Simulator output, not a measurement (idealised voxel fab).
This section sets out a process module, namely voxel self aligned vias.
FYI the section here is cut, 190 nm wide, cells are 5 nm squares.
Each cross-section below is a grid of square cells, stated as bands in top-down order, with one or more rows of cells making up each band. Band: top and bottom heights (nm) first, top before bottom; then materials from left to right, widths in nm. "edge to edge" marks a sole material filling the band edge to edge. "air" denotes empty space. Measure heights from 0. That's the level where, below it, the as-received wafer is all one material. The lowest band is bottomless and extends downward; write it as in "top 0, no bottom". A width such as "30 to 40" changes by the same amount from each row of cells to the next, from the band's top row to its bottom row. What does "nothing altered" mean for a step? It means no cell of the cross-section changed in that step. Reported under the label "Closed void inventory" are the empty spaces having no open way to the top and comprising 8 cells or more; the notation for each is width x height at distance, in which the distance is measured from the left edge and all three values are in nm. What comes after the settings on a step's line is commentary from the simulator itself on that step. overlay nm, on a step with a mask: how far to the right of its planned place the mask lay; to the left if negative.

STEPS IN THE PROCESS PLAN
1,op RECEIVE | material Si
2,op CONFORMAL_DEP | material SiO2 | thk nm 10
3,op CONFORMAL_DEP | material SiCN | thk nm 5
4,op DIRECTIONAL_DEP | material lowk | thk nm 20
5,op PATTERN | tone open | mask id LINES | material resist | width nm 20 | pitch nm 55 | thk nm 20 | overlay nm -15
6,op DIRECTIONAL_ETCH | etch materials lowk | depth nm 20
7,op STRIP | etch materials resist
8,op CONFORMAL_DEP | material TiN | thk nm 5
9,op FILL_DEP | material W | thk nm 10
10,op CMP | height nm 35
11,op SELECTIVE_ETCH | etch materials W Ru TiN | depth nm 10
12,op FILL_DEP | material SiN | thk nm 10
13,op CMP | height nm 35
14,op DIRECTIONAL_DEP | material lowk | thk nm 15
15,op DIRECTIONAL_DEP | material aC | thk nm 15
16,op PATTERN | tone open | mask id VIAS | material resist | width nm 30 | pitch nm 55 | thk nm 30 | overlay nm 0
17,op DIRECTIONAL_ETCH | etch materials aC | depth nm 15
18,op STRIP | etch materials resist
19,op DIRECTIONAL_ETCH | etch materials lowk | depth nm 15
20,op DIRECTIONAL_ETCH | etch materials SiN | depth nm 10
21,op STRIP | etch materials aC
22,op CONFORMAL_DEP | material TiN | thk nm 5
23,op FILL_DEP | material W | thk nm 10
24,op CMP | height nm 50
25,op CONFORMAL_DEP | material SiCN | thk nm 5
All wafers enter the flow in the same state. The overlay nm at step 5 differs from wafer to wafer, and the plan gives the value for the first wafer.

FIRST OF SEVERAL WAFERS, RECEIVED AFTER STEP 1, IN CROSS-SECTION
  top 0, no bottom | Si edge to edge
  Closed void inventory: none

SO IN THIS TABLE EVERY WAFER GETS ITS OWN ROW, AND WHAT YOU SEE IS WHERE IT STANDS AT THE END OF THE MODULE: FOR EACH MATERIAL, HOW MANY CELLS IT PICKED UP (+) OR GAVE UP (-) SINCE WE RECEIVED IT, AND AFTER THAT ITS CLOSED VOIDS
overlay nm -15; +76 SiCN; +12 SiN; +76 SiO2; +60 TiN; +30 W; +164 lowk; Closed void inventory: none
overlay nm -10; +76 SiCN; +6 SiN; +76 SiO2; +60 TiN; +36 W; +164 lowk; Closed void inventory: none
overlay nm -5; +76 SiCN; +76 SiO2; +60 TiN; +42 W; +164 lowk; Closed void inventory: none
overlay nm 0; +76 SiCN; +76 SiO2; +60 TiN; +42 W; +164 lowk; Closed void inventory: none
overlay nm 5; +76 SiCN; +76 SiO2; +60 TiN; +42 W; +164 lowk; Closed void inventory: none
overlay nm 10; +76 SiCN; +6 SiN; +76 SiO2; +60 TiN; +36 W; +164 lowk; Closed void inventory: none
overlay nm 15; +76 SiCN; +12 SiN; +76 SiO2; +60 TiN; +30 W; +164 lowk; Closed void inventory: none
